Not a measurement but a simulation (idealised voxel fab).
Module name: voxel capacitor over wiring (process module)
165 nm wide, 5 nm square cells: that's cross-section cut.
Cross-section format: a grid of square cells, given as bands from top to bottom; each band is one or more rows of cells.
Each band's line starts with the height of the band's top and of its bottom, in nm. Then come its materials from left to right, each with its width in nm. One material with "throughout" fills the band from edge to edge. "empty" is empty space.
We count height from 0. Below that, the starting wafer is all one material. The lowest band never ends at the bottom but goes on down; see "top 0, no bottom" for how that is written.
Graded width ("30 to 40"): value in top row of band = first number; value in bottom row = second number; row-to-row change constant.
Any step labelled "nothing got changed" changed none of the cells in the cross-section.
Enclosed voids (no open way to top), threshold 8 cells or more, entry "Closed void catalog", notation width x height at distance, distance from left edge, nm.
What comes after the settings on a step's line is commentary from the simulator itself on that step.
When a step includes a mask, the "overlay nm" setting on its line states how far to the right of its planned place that mask lay, and negative values state how far to the left.

So here's the lineup of process steps we planned:
| 1 | RECEIVE | material Si |
| 2 | CONFORMAL_DEP | material SiO2 | thk nm 15 |
| 3 | DIRECTIONAL_DEP | material TiN | thk nm 5 |
| 4 | DIRECTIONAL_DEP | material W | thk nm 5 |
| 5 | PATTERN | tone cover | mask id METAL_1 | material resist | width nm 30 | pitch nm 90 | thk nm 20 | overlay nm 0 |
| 6 | DIRECTIONAL_ETCH | etch materials W | depth nm 15 |
| 7 | DIRECTIONAL_ETCH | etch materials TiN | depth nm 5 |
| 8 | STRIP | etch materials resist |
| 9 | CONFORMAL_DEP | material SiN | thk nm 5 |
| 10 | FILL_DEP | material lowk | thk nm 5 |
| 11 | CMP | height nm 35 |
| 12 | CONFORMAL_DEP | material SiCN | thk nm 5 |
| 13 | DIRECTIONAL_DEP | material lowk | thk nm 10 |
| 14 | PATTERN | tone open | mask id PLUG_1 | material resist | width nm 15 | thk nm 15 | overlay nm 0 |
| 15 | DIRECTIONAL_ETCH | etch materials lowk | depth nm 10 |
| 16 | DIRECTIONAL_ETCH | etch materials SiCN | depth nm 5 |
| 17 | STRIP | etch materials resist |
| 18 | CONFORMAL_DEP | material TiN | thk nm 5 |
| 19 | FILL_DEP | material Cu | thk nm 5 |
| 20 | CMP | height nm 50 |
| 21 | DIRECTIONAL_DEP | material TiN | thk nm 10 |
| 22 | DIRECTIONAL_DEP | material SiN | thk nm 5 |
| 23 | DIRECTIONAL_DEP | material TiN | thk nm 5 |
| 24 | MASKED_ETCH | tone cover | mask id UPPER_PLATE | width nm 65 | etch materials TiN | depth nm 5 | overlay nm 0 |
| 25 | MASKED_ETCH | tone cover | mask id UPPER_PLATE | width nm 65 | etch materials SiN | depth nm 5 | overlay nm 0 |
| 26 | DIRECTIONAL_DEP | material aC | thk nm 10 |
| 27 | PATTERN | tone cover | mask id LOWER_PLATE | material resist | width nm 75 | thk nm 30 | overlay nm 0 |
| 28 | DIRECTIONAL_ETCH | etch materials aC | depth nm 10 |
| 29 | STRIP | etch materials resist |
| 30 | DIRECTIONAL_ETCH | etch materials TiN | depth nm 10 |
| 31 | STRIP | etch materials aC |
| 32 | FILL_DEP | material SiO2 | thk nm 20 |
| 33 | CMP | height nm 85 |
| 34 | DIRECTIONAL_DEP | material aC | thk nm 10 |
| 35 | PATTERN | tone open | mask id PLUG_2 | material resist | width nm 15 | thk nm 25 | overlay nm 0 |
| 36 | DIRECTIONAL_ETCH | etch materials aC | depth nm 10 |
| 37 | STRIP | etch materials resist |
| 38 | DIRECTIONAL_ETCH | etch materials SiO2 | depth nm 15 |
| 39 | STRIP | etch materials aC |
| 40 | CONFORMAL_DEP | material TiN | thk nm 5 |
| 41 | FILL_DEP | material Cu | thk nm 10 |
| 42 | CMP | height nm 85 |
| 43 | CONFORMAL_DEP | material SiN | thk nm 5 |
Among the wafers covered here, the point of difference is the thk nm at step 4; their starting state is shared, and the plan presents the value of the first wafer.

This is how the first of several wafers looked in cross-section when it arrived, which is after step 1:
  top 0, no bottom = Si throughout
  Closed void catalog: none

Table: wafers, a row each; end-of-module cell change per material since receipt, gain (+), loss (-); then closed voids:
thk nm 5, +4 Cu, +30 SiCN, +87 SiN, +265 SiO2, +69 TiN, +12 W, +127 lowk, Closed void catalog: none
thk nm 10, +4 Cu, +30 SiCN, +91 SiN, +265 SiO2, +69 TiN, +24 W, +111 lowk, Closed void catalog: none
thk nm 15, +4 Cu, +30 SiCN, +79 SiN, +265 SiO2, +69 TiN, +36 W, +111 lowk, Closed void catalog: none
thk nm 20, +4 Cu, +30 SiCN, +71 SiN, +265 SiO2, +90 TiN, +57 W, +77 lowk, Closed void catalog: none
thk nm 25, +4 Cu, +30 SiCN, +67 SiN, +265 SiO2, +90 TiN, +78 W, +60 lowk, Closed void catalog: none
thk nm 30, +4 Cu, +30 SiCN, +46 SiN, +265 SiO2, +90 TiN, +99 W, +60 lowk, Closed void catalog: none
